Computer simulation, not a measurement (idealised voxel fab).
Process module name: voxel capacitor over wiring
The cross-section on display is named cut; it measures 235 nm wide, and its cells are 5 nm squares.
Cross-section spec: square-cell grid; bands listed top down; each band is one or more rows. Band: top height; bottom height; in nm. Then, left to right: material with width in nm, for each material. "everywhere": a single material spanning edge to edge. "blank": empty space. Zero point of the height axis is 0; under it, received wafer = one material. Lowest band: continues down indefinitely, "0 down". Graded width ("30->40"): value in top row of band = first number; value in bottom row = second number; row-to-row change constant. Take "all unchanged" at face value: in the step it is given for, the cross-section changed in none of its cells. Under "Closed internal voids" you'll find the enclosed gaps, the ones with no way out to the top, that are 8 cells or bigger; each reads width x height at distance, with distance counted from the left edge, everything in nm. Whatever follows a step's settings on its line is a remark the simulator itself makes about that step. For masked steps, "overlay nm" on the step line gives how far right of plan the mask actually lay; a minus sign means it lay to the left.
Planned process steps
| 1 | RECEIVE (material Si) |
| 2 | CONFORMAL_DEP (material SiO2; thk nm 10) |
| 3 | DIRECTIONAL_DEP (material TiN; thk nm 5) |
| 4 | DIRECTIONAL_DEP (material Ru; thk nm 25) |
| 5 | DIRECTIONAL_DEP (material aC; thk nm 10) |
| 6 | PATTERN (tone cover; mask id METAL_1; material resist; width nm 30; pitch nm 90; thk nm 25; overlay nm 0) |
| 7 | DIRECTIONAL_ETCH (etch materials aC; depth nm 10) |
| 8 | STRIP (etch materials resist) |
| 9 | DIRECTIONAL_ETCH (etch materials Ru; depth nm 25) |
| 10 | DIRECTIONAL_ETCH (etch materials TiN; depth nm 5) |
| 11 | STRIP (etch materials aC) |
| 12 | CONFORMAL_DEP (material SiN; thk nm 5) |
| 13 | FILL_DEP (material SiO2; thk nm 5) |
| 14 | CMP (height nm 40) |
| 15 | CONFORMAL_DEP (material SiCN; thk nm 5) |
| 16 | DIRECTIONAL_DEP (material lowk; thk nm 10) |
| 17 | DIRECTIONAL_DEP (material aC; thk nm 10) |
| 18 | PATTERN (tone open; mask id PLUG_1; material resist; width nm 15; thk nm 25; overlay nm 0) |
| 19 | DIRECTIONAL_ETCH (etch materials aC; depth nm 10) |
| 20 | STRIP (etch materials resist) |
| 21 | DIRECTIONAL_ETCH (etch materials lowk; depth nm 10) |
| 22 | DIRECTIONAL_ETCH (etch materials SiCN; depth nm 5) |
| 23 | STRIP (etch materials aC) |
| 24 | EPI (material Ru; thk nm 10) |
| 25 | EPI (material Ru; thk nm 5) |
| 26 | DIRECTIONAL_DEP (material TiN; thk nm 10) |
| 27 | DIRECTIONAL_DEP (material Al2O3; thk nm 5) |
| 28 | DIRECTIONAL_DEP (material TiN; thk nm 10) |
| 29 | PATTERN (tone cover; mask id UPPER_PLATE; material resist; width nm 65; thk nm 20; overlay nm 0) |
| 30 | DIRECTIONAL_ETCH (etch materials TiN; depth nm 10) |
| 31 | DIRECTIONAL_ETCH (etch materials Al2O3; depth nm 5) |
| 32 | STRIP (etch materials resist) |
| 33 | DIRECTIONAL_DEP (material aC; thk nm 15) |
| 34 | PATTERN (tone cover; mask id LOWER_PLATE; material resist; width nm 75; thk nm 35; overlay nm 0) |
| 35 | DIRECTIONAL_ETCH (etch materials aC; depth nm 15) |
| 36 | STRIP (etch materials resist) |
| 37 | DIRECTIONAL_ETCH (etch materials TiN; depth nm 10) |
| 38 | STRIP (etch materials aC) |
| 39 | FILL_DEP (material SiO2; thk nm 15) |
| 40 | CMP (height nm 90) |
| 41 | MASKED_ETCH (tone open; mask id PLUG_2; width nm 15; etch materials SiO2; depth nm 10; overlay nm 0) |
| 42 | CONFORMAL_DEP (material TiN; thk nm 5) |
| 43 | FILL_DEP (material W; thk nm 5) |
| 44 | CMP (height nm 90) |
| 45 | CONFORMAL_DEP (material SiCN; thk nm 5) |
Cross-section of the incoming wafer, state after step 1
	0 down  Si everywhere
	Closed internal voids: none
Cross-section, first of two wafers, end of module, run as planned
	95 to 90  SiCN everywhere
	90 to 85  80 SiO2 | 5 TiN | 5 W | 5 TiN | 140 SiO2
	85 to 80  80 SiO2 | 15 TiN | 140 SiO2
	80 to 70  70 SiO2 | 65 TiN | 100 SiO2
	70 to 65  70 SiO2 | 65 Al2O3 | 100 SiO2
	65 to 55  65 SiO2 | 75 TiN | 95 SiO2
	55 to 45  70 lowk | 15 Ru | 150 lowk
	45 to 40  70 SiCN | 15 Ru | 150 SiCN
	40 to 15  50 SiO2 | 5 SiN | 30 Ru | 5 SiN | 50 SiO2 | 5 SiN | 30 Ru | 5 SiN | 55 SiO2
	15 to 10  55 SiN | 30 TiN | 60 SiN | 30 TiN | 60 SiN
	10 to 0  SiO2 everywhere
	0 down  Si everywhere
	Closed internal voids: none
Second wafer through the module, sectioned at the end: same beginning and same plan as the first wafer, with one mistake in carrying it out
	95 to 90  SiCN everywhere
	90 to 80  70 SiO2 | 25 TiN | 140 SiO2
	80 to 75  70 SiO2 | 25 Al2O3 | 40 TiN | 100 SiO2
	75 to 70  65 SiO2 | 70 TiN | 100 SiO2
	70 to 65  65 SiO2 | 30 TiN | 40 Al2O3 | 100 SiO2
	65 to 55  60 SiO2 | 35 Ru | 45 TiN | 95 SiO2
	55 to 45  70 lowk | 15 Ru | 150 lowk
	45 to 40  70 SiCN | 15 Ru | 150 SiCN
	40 to 15  50 SiO2 | 5 SiN | 30 Ru | 5 SiN | 50 SiO2 | 5 SiN | 30 Ru | 5 SiN | 55 SiO2
	15 to 10  55 SiN | 30 TiN | 60 SiN | 30 TiN | 60 SiN
	10 to 0  SiO2 everywhere
	0 down  Si everywhere
	Closed internal voids: none
What was done differently from what was planned? step 24 was run twice
Bottom line after processing is that, in cells, the second wafer is up or down on some materials versus the first: +14 Ru | -8 SiO2 | -5 TiN | -1 W
